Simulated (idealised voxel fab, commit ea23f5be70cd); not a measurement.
Process module, titled voxel gate over fins
We display cut, a cross-section 280 nm in width whose square cells are each 5 nm.
Cross-section = grid of square cells, listed top down in bands; band = one or more rows.
Band: top and bottom heights (nm) first, top before bottom; then materials from left to right, widths in nm. "everywhere" marks a sole material filling the band edge to edge. "empty" denotes empty space.
Measure heights from 0. That's the level where, below it, the as-received wafer is all one material. The lowest band is bottomless and extends downward; write it as in "0..down".
Read "30..40" as a graded width: first number on top, second number at the bottom, same change between each pair of neighbouring rows.
Key: "everything unchanged" - step with no changed cell in the cross-section.
"Fully sealed voids" enumerates empty spaces isolated from the top, with no open way to it, that contain at least 8 cells, giving each as width x height at distance from the left edge, all three in nm.
Step line, after settings: the simulator's comment on this step.
Among the settings permitted on a step's line is "overlay nm"; applied to a step with a mask, it specifies the extent to which the mask lay to the right of its planned position, whereas a negative figure signifies a position to the left.
Process steps foreseen in the plan:
1) RECEIVE | material Si
2) CONFORMAL_DEP | material SiN | thk nm 5
3) PATTERN | tone cover | mask id FINS | material resist | width nm 15 | pitch nm 45 | thk nm 20 | overlay nm -15
4) DIRECTIONAL_ETCH | etch materials SiN | depth nm 5
5) DIRECTIONAL_ETCH | etch materials Si | depth nm 30
6) STRIP | etch materials resist
7) FILL_DEP | material SiO2 | thk nm 5
8) CMP | height nm 5
9) SELECTIVE_ETCH | etch materials SiO2 | depth nm 15
10) STRIP | etch materials SiN
11) CONFORMAL_DEP | material HfO2 | thk nm 5
12) CONFORMAL_DEP | material TiN | thk nm 5
13) FILL_DEP | material W | thk nm 10
14) CMP | height nm 15
15) CONFORMAL_DEP | material SiCN | thk nm 5
It is noted that the wafers described herein are identical at the outset and are distinguished by the overlay nm of step 3; the value stated in the plan corresponds to the first wafer.
Cross-section of the first incoming wafer of several, state after step 1:
    0..down = Si everywhere
    Fully sealed voids: none
Per-wafer rows below. For each material: cells gained (+) or lost (-) since the wafer was received, as of end of module. Then: closed voids:
overlay nm -15 | +64 HfO2 | -300 Si | +56 SiCN | +200 SiO2 | +64 TiN | +140 W | Fully sealed voids: none
overlay nm -10 | +64 HfO2 | -300 Si | +56 SiCN | +200 SiO2 | +64 TiN | +140 W | Fully sealed voids: none
overlay nm -5 | +64 HfO2 | -300 Si | +56 SiCN | +200 SiO2 | +64 TiN | +140 W | Fully sealed voids: none
overlay nm 0 | +64 HfO2 | -300 Si | +56 SiCN | +200 SiO2 | +64 TiN | +140 W | Fully sealed voids: none
overlay nm 5 | +64 HfO2 | -300 Si | +56 SiCN | +200 SiO2 | +64 TiN | +140 W | Fully sealed voids: none
overlay nm 10 | +64 HfO2 | -300 Si | +56 SiCN | +200 SiO2 | +64 TiN | +140 W | Fully sealed voids: none
overlay nm 15 | +64 HfO2 | -300 Si | +56 SiCN | +200 SiO2 | +64 TiN | +140 W | Fully sealed voids: none
